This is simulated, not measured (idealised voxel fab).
This is a process module. Its name is voxel self aligned contacts.
Section cut is 185 nm wide and gridded with 5 nm square cells.
A cross-section in this document is a grid of square cells, and it is written down as bands, the top band listed before the ones below it; a band is made up of one or more rows of cells.
Look at the band entry: it leads with the top's height and the bottom's height in nm. Then it lists the materials left to right, with a width in nm for each. The word "everywhere" on a single material says that material fills the band edge to edge. The word "empty" is empty space.
Heads up on the height convention: 0 is the point under which the incoming wafer is all one material, and the lowest band has no bottom, it just keeps going down, like "0 -> down".
A width given as "30 to 40" starts at the first number in the band's top row and ends at the second number in its bottom row, shifting by an equal amount at every step from row to row.
The designation "remained the same", where it is given for a processing step, indicates that no cell of the cross-section was altered in the course of that step.
Closed empty spaces (no open way to the top) of 8 cells or more are what "Unvented voids" lists, each as width x height at distance from the left edge, nm for all three.
Where a step's line continues beyond its settings, the continuation is a remark by the simulator itself on that step.
overlay nm: on a step with a mask, how far right of its planned place the mask lay; negative means left.

[Listed below are the process steps as planned]
1. RECEIVE with material Si
2. CONFORMAL_DEP with material SiO2, thk nm 5
3. DIRECTIONAL_DEP with material polySi, thk nm 30
4. DIRECTIONAL_DEP with material SiN, thk nm 20
5. MASKED_ETCH with tone cover, mask id GATE, width nm 25, pitch nm 60, etch materials SiN, depth nm 20, overlay nm 0
6. MASKED_ETCH with tone cover, mask id GATE, width nm 25, pitch nm 60, etch materials polySi, depth nm 30, overlay nm 0
7. CONFORMAL_DEP with material SiN, thk nm 10
8. DIRECTIONAL_ETCH with etch materials SiN, depth nm 10
9. FILL_DEP with material SiO2, thk nm 10
10. CMP with height nm 60
11. DIRECTIONAL_DEP with material aC, thk nm 10
12. PATTERN with tone open, mask id CONTACT, material resist, width nm 45, thk nm 25, overlay nm 0
13. DIRECTIONAL_ETCH with etch materials aC, depth nm 10
14. STRIP with etch materials resist
15. DIRECTIONAL_ETCH with etch materials SiO2, depth nm 60
16. STRIP with etch materials aC
17. CONFORMAL_DEP with material TiN, thk nm 5
18. FILL_DEP with material Ru, thk nm 10
19. CMP with height nm 60
20. CONFORMAL_DEP with material SiCN, thk nm 5

[Shown in cross-section is the wafer as received, that is, as it stands after step 1]
	0 -> down | Si everywhere
	Unvented voids: none

[Figure: cross-sectional view of the wafer upon completion of the module, processed from the initial state and according to the plan depicted above, with one error introduced during execution]
	65 -> 60 | SiCN everywhere
	60 -> 55 | SiO2 (60), then TiN (30), then Ru (5), then TiN (10), then SiO2 (80)
	55 -> 35 | SiO2 (40), then SiN (45), then TiN (5), then Ru (5), then TiN (5), then SiN (45), then SiO2 (40)
	35 -> 5 | SiO2 (40), then SiN (10), then polySi (25), then SiN (10), then TiN (5), then Ru (5), then TiN (5), then SiN (10), then polySi (25), then SiN (10), then SiO2 (40)
	5 -> 0 | SiO2 (85), then TiN (15), then SiO2 (85)
	0 -> down | Si everywhere
	Unvented voids: none
It is concluded that the wafer was processed incorrectly with respect to the plan, in that in deviation from the planned setting, step 12 was conducted as PATTERN with tone open, mask id CONTACT, material resist, width nm 45, thk nm 25, overlay nm -10
